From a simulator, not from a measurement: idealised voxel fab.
The process module that follows is named voxel self aligned vias.
Xsec cut, 190 nm wide, square cell size 5 nm.
Just so we're on the same page, the cross-sections are grids of square cells, and they're listed out in bands top to bottom, each band one or more rows deep. Heads up on the band format: heights come first, top then bottom, in nm. After that it's the materials left to right, each with its width in nm. A single material flagged "throughout" fills the whole band edge to edge, and "empty" means there's empty space there. A quick word on heights: they are counted from 0, and under that level the wafer as it came to us is one material throughout. The lowest band is different from the rest in having no bottom; it simply continues downward, written as in "0 nm and below". Note: "30..40" means the width goes from the first number (top row of the band) to the second number (bottom row) in equal steps per row of cells. "no change occurred" after a step means that no cell of the cross-section changed. Enclosed internal voids: empty space of 8 cells or more with no open way to the top, each as width x height at its distance from the left edge, in nm. Note: text after step settings on the step line = simulator remark on that step. overlay nm: how far to the right of its planned place the mask lay on this masked step (negative: to the left).

Set out below are the planned steps of the process:
1: RECEIVE | material Si
2: CONFORMAL_DEP | material SiO2 | thk nm 15
3: CONFORMAL_DEP | material SiCN | thk nm 5
4: DIRECTIONAL_DEP | material lowk | thk nm 20
5: MASKED_ETCH | tone open | mask id LINES | width nm 25 | pitch nm 70 | etch materials lowk | depth nm 20 | overlay nm 0
6: CONFORMAL_DEP | material TiN | thk nm 5
7: FILL_DEP | material W | thk nm 5
8: CMP | height nm 40
9: SELECTIVE_ETCH | etch materials W Ru TiN | depth nm 5
10: FILL_DEP | material SiN | thk nm 10
11: CMP | height nm 40
12: DIRECTIONAL_DEP | material lowk | thk nm 15
13: DIRECTIONAL_DEP | material aC | thk nm 10
14: PATTERN | tone open | mask id VIAS | material resist | width nm 45 | thk nm 25 | overlay nm 0
15: DIRECTIONAL_ETCH | etch materials aC | depth nm 10
16: STRIP | etch materials resist
17: DIRECTIONAL_ETCH | etch materials lowk | depth nm 15
18: DIRECTIONAL_ETCH | etch materials SiN | depth nm 5
19: STRIP | etch materials aC
20: CONFORMAL_DEP | material TiN | thk nm 5
21: FILL_DEP | material Cu | thk nm 10
22: CMP | height nm 55
23: CONFORMAL_DEP | material SiN | thk nm 5

First wafer, two in total, run as planned:

Wafer at receipt (post step 1), cross-section:
  0 nm and below = Si throughout
  Enclosed internal voids: none

After step 2: wafer cross-section:
  15 nm to 0 nm = SiO2 throughout
  Anything lower than 0 is untouched.

After step 3: wafer cross-section:
  20 nm to 15 nm = SiCN throughout
  Anything lower than 15 is untouched.

After step 4: wafer cross-section:
  40 nm to 20 nm = lowk throughout
  Anything lower than 20 is untouched.

After step 5: wafer cross-section:
  40 nm to 20 nm = lowk 45, then empty 25, then lowk 45, then empty 25, then lowk 50
  Anything lower than 20 is untouched.

After step 6: wafer cross-section:
  45 nm to 40 nm = TiN 50, then empty 15, then TiN 55, then empty 15, then TiN 55
  40 nm to 25 nm = lowk 45, then TiN 5, then empty 15, then TiN 5, then lowk 45, then TiN 5, then empty 15, then TiN 5, then lowk 50
  25 nm to 20 nm = lowk 45, then TiN 25, then lowk 45, then TiN 25, then lowk 50
  Anything lower than 20 is untouched.

After step 7: wafer cross-section:
  50 nm to 45 nm = W throughout
  45 nm to 40 nm = TiN 50, then W 15, then TiN 55, then W 15, then TiN 55
  40 nm to 25 nm = lowk 45, then TiN 5, then W 15, then TiN 5, then lowk 45, then TiN 5, then W 15, then TiN 5, then lowk 50
  Anything lower than 25 is untouched.

After step 8: wafer cross-section:
  40 nm to 25 nm = lowk 45, then TiN 5, then W 15, then TiN 5, then lowk 45, then TiN 5, then W 15, then TiN 5, then lowk 50
  Anything lower than 25 is untouched.

After step 9: wafer cross-section:
  40 nm to 35 nm = lowk 45, then empty 25, then lowk 45, then empty 25, then lowk 50
  Anything lower than 35 is untouched.

After step 10: wafer cross-section:
  50 nm to 40 nm = SiN throughout
  40 nm to 35 nm = lowk 45, then SiN 25, then lowk 45, then SiN 25, then lowk 50
  Anything lower than 35 is untouched.

After step 11: wafer cross-section:
  40 nm to 35 nm = lowk 45, then SiN 25, then lowk 45, then SiN 25, then lowk 50
  Anything lower than 35 is untouched.

After step 12: wafer cross-section:
  55 nm to 40 nm = lowk throughout
  Anything lower than 40 is untouched.

After step 13: wafer cross-section:
  65 nm to 55 nm = aC throughout
  Anything lower than 55 is untouched.

After step 14: wafer cross-section:
  90 nm to 65 nm = resist 35, then empty 45, then resist 110
  Anything lower than 65 is untouched.

After step 15: wafer cross-section:
  80 nm to 65 nm = resist 35, then empty 45, then resist 110
  65 nm to 55 nm = aC 35, then empty 45, then aC 110
  Anything lower than 55 is untouched.

After step 16: wafer cross-section:
  65 nm to 55 nm = aC 35, then empty 45, then aC 110
  Anything lower than 55 is untouched.

After step 17: wafer cross-section:
  65 nm to 55 nm = aC 35, then empty 45, then aC 110
  55 nm to 40 nm = lowk 35, then empty 45, then lowk 110
  Anything lower than 40 is untouched.

After step 18: wafer cross-section:
  65 nm to 55 nm = aC 35, then empty 45, then aC 110
  55 nm to 40 nm = lowk 35, then empty 45, then lowk 110
  40 nm to 35 nm = lowk 45, then empty 25, then lowk 45, then SiN 25, then lowk 50
  Anything lower than 35 is untouched.

After step 19: wafer cross-section:
  55 nm to 40 nm = lowk 35, then empty 45, then lowk 110
  Anything lower than 40 is untouched.

After step 20: wafer cross-section:
  60 nm to 55 nm = TiN 40, then empty 35, then TiN 115
  55 nm to 45 nm = lowk 35, then TiN 5, then empty 35, then TiN 5, then lowk 110
  45 nm to 40 nm = lowk 35, then TiN 15, then empty 15, then TiN 15, then lowk 110
  40 nm to 35 nm = lowk 45, then TiN 25, then lowk 45, then SiN 25, then lowk 50
  Anything lower than 35 is untouched.

After step 21: wafer cross-section:
  70 nm to 60 nm = Cu throughout
  60 nm to 55 nm = TiN 40, then Cu 35, then TiN 115
  55 nm to 45 nm = lowk 35, then TiN 5, then Cu 35, then TiN 5, then lowk 110
  45 nm to 40 nm = lowk 35, then TiN 15, then Cu 15, then TiN 15, then lowk 110
  Anything lower than 40 is untouched.

After step 22: wafer cross-section:
  55 nm to 45 nm = lowk 35, then TiN 5, then Cu 35, then TiN 5, then lowk 110
  Anything lower than 45 is untouched.

After step 23: wafer cross-section:
  60 nm to 55 nm = SiN throughout
  Anything lower than 55 is untouched.

The Second Wafer: Common Origin and Plan, One Mistake in Execution, Identical to the First Through Step 4:

Second wafer, sectioned view, at step 5's planned end time:
  40 nm to 20 nm = empty 45, then lowk 25, then empty 45, then lowk 25, then empty 50
  Anything lower than 20 is untouched.

Second wafer, sectioned view, at step 6's planned end time:
  45 nm to 40 nm = empty 40, then TiN 35, then empty 35, then TiN 35, then empty 45
  40 nm to 25 nm = empty 40, then TiN 5, then lowk 25, then TiN 5, then empty 35, then TiN 5, then lowk 25, then TiN 5, then empty 45
  25 nm to 20 nm = TiN 45, then lowk 25, then TiN 45, then lowk 25, then TiN 50
  Anything lower than 20 is untouched.

Second wafer, sectioned view, at step 7's planned end time:
  50 nm to 45 nm = W throughout
  45 nm to 40 nm = W 40, then TiN 35, then W 35, then TiN 35, then W 45
  40 nm to 25 nm = W 40, then TiN 5, then lowk 25, then TiN 5, then W 35, then TiN 5, then lowk 25, then TiN 5, then W 45
  Anything lower than 25 is untouched.

Second wafer, sectioned view, at step 8's planned end time:
  40 nm to 25 nm = W 40, then TiN 5, then lowk 25, then TiN 5, then W 35, then TiN 5, then lowk 25, then TiN 5, then W 45
  Anything lower than 25 is untouched.

Second wafer, sectioned view, at step 9's planned end time:
  40 nm to 35 nm = empty 45, then lowk 25, then empty 45, then lowk 25, then empty 50
  Anything lower than 35 is untouched.

Second wafer, sectioned view, at step 10's planned end time:
  50 nm to 40 nm = SiN throughout
  40 nm to 35 nm = SiN 45, then lowk 25, then SiN 45, then lowk 25, then SiN 50
  Anything lower than 35 is untouched.

Second wafer, sectioned view, at step 11's planned end time:
  40 nm to 35 nm = SiN 45, then lowk 25, then SiN 45, then lowk 25, then SiN 50
  Anything lower than 35 is untouched.

Second wafer, sectioned view, at step 12's planned end time:
  55 nm to 40 nm = lowk throughout
  Anything lower than 40 is untouched.

Second wafer, sectioned view, at step 13's planned end time:
  65 nm to 55 nm = aC throughout
  Anything lower than 55 is untouched.

Second wafer, sectioned view, at step 14's planned end time:
  90 nm to 65 nm = resist 35, then empty 45, then resist 110
  Anything lower than 65 is untouched.

Second wafer, sectioned view, at step 15's planned end time:
  80 nm to 65 nm = resist 35, then empty 45, then resist 110
  65 nm to 55 nm = aC 35, then empty 45, then aC 110
  Anything lower than 55 is untouched.

Second wafer, sectioned view, at step 16's planned end time:
  65 nm to 55 nm = aC 35, then empty 45, then aC 110
  Anything lower than 55 is untouched.

Second wafer, sectioned view, at step 17's planned end time:
  65 nm to 55 nm = aC 35, then empty 45, then aC 110
  55 nm to 40 nm = lowk 35, then empty 45, then lowk 110
  Anything lower than 40 is untouched.

Second wafer, sectioned view, at step 18's planned end time:
  65 nm to 55 nm = aC 35, then empty 45, then aC 110
  55 nm to 40 nm = lowk 35, then empty 45, then lowk 110
  40 nm to 35 nm = SiN 35, then empty 10, then lowk 25, then empty 10, then SiN 35, then lowk 25, then SiN 50
  Anything lower than 35 is untouched.

Second wafer, sectioned view, at step 19's planned end time:
  55 nm to 40 nm = lowk 35, then empty 45, then lowk 110
  Anything lower than 40 is untouched.

Second wafer, sectioned view, at step 20's planned end time:
  60 nm to 55 nm = TiN 40, then empty 35, then TiN 115
  55 nm to 45 nm = lowk 35, then TiN 5, then empty 35, then TiN 5, then lowk 110
  45 nm to 40 nm = lowk 35, then TiN 45, then lowk 110
  40 nm to 35 nm = SiN 35, then TiN 10, then lowk 25, then TiN 10, then SiN 35, then lowk 25, then SiN 50
  Anything lower than 35 is untouched.

Second wafer, sectioned view, at step 21's planned end time:
  70 nm to 60 nm = Cu throughout
  60 nm to 55 nm = TiN 40, then Cu 35, then TiN 115
  55 nm to 45 nm = lowk 35, then TiN 5, then Cu 35, then TiN 5, then lowk 110
  Anything lower than 45 is untouched.

Second wafer, sectioned view, at step 22's planned end time:
  55 nm to 45 nm = lowk 35, then TiN 5, then Cu 35, then TiN 5, then lowk 110
  Anything lower than 45 is untouched.

Second wafer, sectioned view, at step 23's planned end time:
  60 nm to 55 nm = SiN throughout
  Anything lower than 55 is untouched.
What went wrong in running the wafer? heads up, step 5 didn't go per plan, it actually ran as MASKED_ETCH | tone cover | mask id LINES | width nm 25 | pitch nm 70 | etch materials lowk | depth nm 20 | overlay nm 0
Heads up, by the end the second wafer has more or fewer cells of some materials compared to the first: 3 fewer of Cu, 19 more of SiN, 20 more of TiN, 36 more of W, 72 fewer of lowk
